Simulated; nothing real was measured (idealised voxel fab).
The following is a process module called voxel gate over fins.
It is cross-section cut that appears here, measuring 230 nm in width, its square cells being 5 nm in size.
If you're reading a cross-section in this doc, picture square cells in a grid; it comes to you as bands, top ones listed first down to the bottom, and a band can be one or more rows of cells. Basically the band line says how high the top is and how high the bottom is, in nm, and then what's in it from left to right, every material with its width in nm. Empty space shows up as "blank", and if a single material carries "all across" it runs the full band edge to edge. Heights are expressed relative to 0, this being the level below which the as-received wafer comprises one material exclusively. The lowest band is unbounded in the downward direction and is denoted as in "top 0, no bottom". You'd read "30 to 40" like this: the band's top row of cells is as wide as the first number, its bottom row is as wide as the second, and going down, every row changes width by the same amount as the row before did. Key: "no modification" - step with no changed cell in the cross-section. Under "Sealed voids" you'll find the enclosed gaps, the ones with no way out to the top, that are 8 cells or bigger; each reads width x height at distance, with distance counted from the left edge, everything in nm. The remark found on a step's line after its settings is issued by the simulator itself and pertains to that step. Steps that use a mask can have "overlay nm" on their line. It says how far the mask sat to the right of where it was meant to be. Negative means to the left.

THIS SECTION LISTS THE PROCESS STEPS THAT WERE PLANNED
- 1: op RECEIVE | material Si
- 2: op CONFORMAL_DEP | material SiN | thk nm 10
- 3: op MASKED_ETCH | tone cover | mask id FINS | width nm 15 | pitch nm 40 | etch materials SiN | depth nm 10 | overlay nm 0
- 4: op MASKED_ETCH | tone cover | mask id FINS | width nm 15 | pitch nm 40 | etch materials Si | depth nm 30 | overlay nm 0
- 5: op OXIDIZE | depth nm 5
- 6: op FILL_DEP | material SiO2 | thk nm 5
- 7: op CMP | height nm 10
- 8: op SELECTIVE_ETCH | etch materials SiO2 | depth nm 25
- 9: op STRIP | etch materials SiN
- 10: op CONFORMAL_DEP | material HfO2 | thk nm 5
- 11: op CONFORMAL_DEP | material TiN | thk nm 5
- 12: op FILL_DEP | material W | thk nm 10
- 13: op CMP | height nm 15
- 14: op CONFORMAL_DEP | material SiCN | thk nm 10

AS RECEIVED, AFTER STEP 1
> top 0, no bottom = Si all across
> Sealed voids: none

THE MODULE WAS RUN FROM THE START SHOWN ABOVE USING THE PLAN SHOWN ABOVE, BUT ONE MISTAKE WAS MADE DOING IT; THE RESULTING WAFER CROSS-SECTION IS BELOW
> top 25, bottom 15 = SiCN all across
> top 15, bottom 10 = W all across
> top 10, bottom 5 = W: 80 | TiN: 25 | W: 15 | TiN: 25 | W: 85
> top 5, bottom 0 = W: 80 | TiN: 5 | HfO2: 15 | TiN: 5 | W: 15 | TiN: 5 | HfO2: 15 | TiN: 5 | W: 85
> top 0, bottom -25 = W: 80 | TiN: 5 | HfO2: 5 | Si: 5 | HfO2: 5 | TiN: 5 | W: 15 | TiN: 5 | HfO2: 5 | Si: 5 | HfO2: 5 | TiN: 5 | W: 85
> top -25, bottom -30 = TiN: 85 | HfO2: 5 | Si: 5 | HfO2: 5 | TiN: 25 | HfO2: 5 | Si: 5 | HfO2: 5 | TiN: 90
> top -30, bottom -35 = HfO2: 90 | Si: 5 | HfO2: 35 | Si: 5 | HfO2: 95
> top -35, no bottom = Si all across
> Sealed voids: none
What was done differently from what was planned? step 8 of the plan was twice carried out
